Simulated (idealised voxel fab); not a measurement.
The document below concerns the process module designated voxel capacitor over wiring.
Shown is cross-section cut, with a width of 145 nm and square cells of size 5 nm.
A cross-section is written here as square cells arranged in a grid, and it is given in bands from the top down, each band taking up one or more rows of cells. Read a band's entry like this: the first values are the height of its top and the height of its bottom in nm, and what follows is the sequence of materials from left to right, each with its width in nm. Note that "air" is empty space, and that a single material marked "full width" reaches across the band from edge to edge. Beneath 0, the wafer as received is one material, and that level is where height counting begins. The lowest band goes on downward without a bottom; it is written like "0 -> down". Width "30..40": first value at the band's top row of cells, second value at its bottom row, equal change from row to row. Given "nothing different" for a step, no cell of the cross-section differs between before and after that step. Entry "Sealed voids". Content: empty spaces with no open connection to the top, size 8 cells or greater. Each: width x height at distance. Distance: from left edge. Unit: nm. Anything after a step's settings on that line? It's the simulator's own note about the step. overlay nm: for a step with a mask, the amount by which the mask lay right of where it was planned; a negative amount means left of it.

PLAN
1 RECEIVE | material Si
2 CONFORMAL_DEP | material SiO2 | thk nm 15
3 CONFORMAL_DEP | material SiCN | thk nm 5
4 DIRECTIONAL_DEP | material lowk | thk nm 15
5 PATTERN | tone open | mask id METAL_1 | material resist | width nm 25 | pitch nm 90 | thk nm 15 | overlay nm 0
6 DIRECTIONAL_ETCH | etch materials lowk | depth nm 15
7 DIRECTIONAL_ETCH | etch materials SiCN | depth nm 5
8 STRIP | etch materials resist
9 CONFORMAL_DEP | material TiN | thk nm 5
10 FILL_DEP | material Ru | thk nm 5
11 CMP | height nm 35
12 EPI | material Ru | thk nm 5
13 FILL_DEP | material SiCN | thk nm 5
14 DIRECTIONAL_DEP | material lowk | thk nm 10
15 MASKED_ETCH | tone open | mask id PLUG_1 | width nm 15 | etch materials lowk | depth nm 10 | overlay nm 0
16 MASKED_ETCH | tone open | mask id PLUG_1 | width nm 15 | etch materials SiCN | depth nm 5 | overlay nm 0
17 CONFORMAL_DEP | material TiN | thk nm 5
18 FILL_DEP | material Ru | thk nm 5
19 CMP | height nm 55
20 DIRECTIONAL_DEP | material TiN | thk nm 10
21 DIRECTIONAL_DEP | material SiN | thk nm 5
22 DIRECTIONAL_DEP | material TiN | thk nm 5
23 PATTERN | tone cover | mask id UPPER_PLATE | material resist | width nm 70 | thk nm 20 | overlay nm 0
24 DIRECTIONAL_ETCH | etch materials TiN | depth nm 5
25 DIRECTIONAL_ETCH | etch materials SiN | depth nm 5
26 STRIP | etch materials resist
27 MASKED_ETCH | tone cover | mask id LOWER_PLATE | width nm 80 | etch materials TiN | depth nm 10 | overlay nm 0
28 FILL_DEP | material SiO2 | thk nm 15
29 CMP | height nm 85
30 PATTERN | tone open | mask id PLUG_2 | material resist | width nm 15 | thk nm 20 | overlay nm 0
31 DIRECTIONAL_ETCH | etch materials SiO2 | depth nm 10
32 STRIP | etch materials resist
33 CONFORMAL_DEP | material TiN | thk nm 5
34 FILL_DEP | material Ru | thk nm 10
35 CMP | height nm 85
36 CONFORMAL_DEP | material SiCN | thk nm 5
Heads up: all these wafers start the same, and what changes between them is the width nm in step 30. The value you see in the plan is just what the first wafer got.

AS-RECEIVED STATE AFTER STEP 1, FIRST OF SEVERAL WAFERS, CROSS-SECTION
  0 -> down: Si full width
  Sealed voids: none

THE FOLLOWING TABLE CONTAINS A ROW PER WAFER, IN WHICH ARE REPORTED, AT THE CONCLUSION OF THE MODULE, THE CELLS OF EACH MATERIAL GAINED (+) OR LOST (-) SINCE THE WAFER'S RECEIPT, WITH ITS CLOSED VOIDS GIVEN THEREAFTER
width nm 15, +35 Ru, +89 SiCN, +14 SiN, +195 SiO2, +80 TiN, +109 lowk, Sealed voids: none
width nm 20, +36 Ru, +89 SiCN, +14 SiN, +193 SiO2, +81 TiN, +109 lowk, Sealed voids: none
width nm 25, +37 Ru, +89 SiCN, +14 SiN, +191 SiO2, +82 TiN, +109 lowk, Sealed voids: none
width nm 30, +38 Ru, +89 SiCN, +14 SiN, +189 SiO2, +83 TiN, +109 lowk, Sealed voids: none
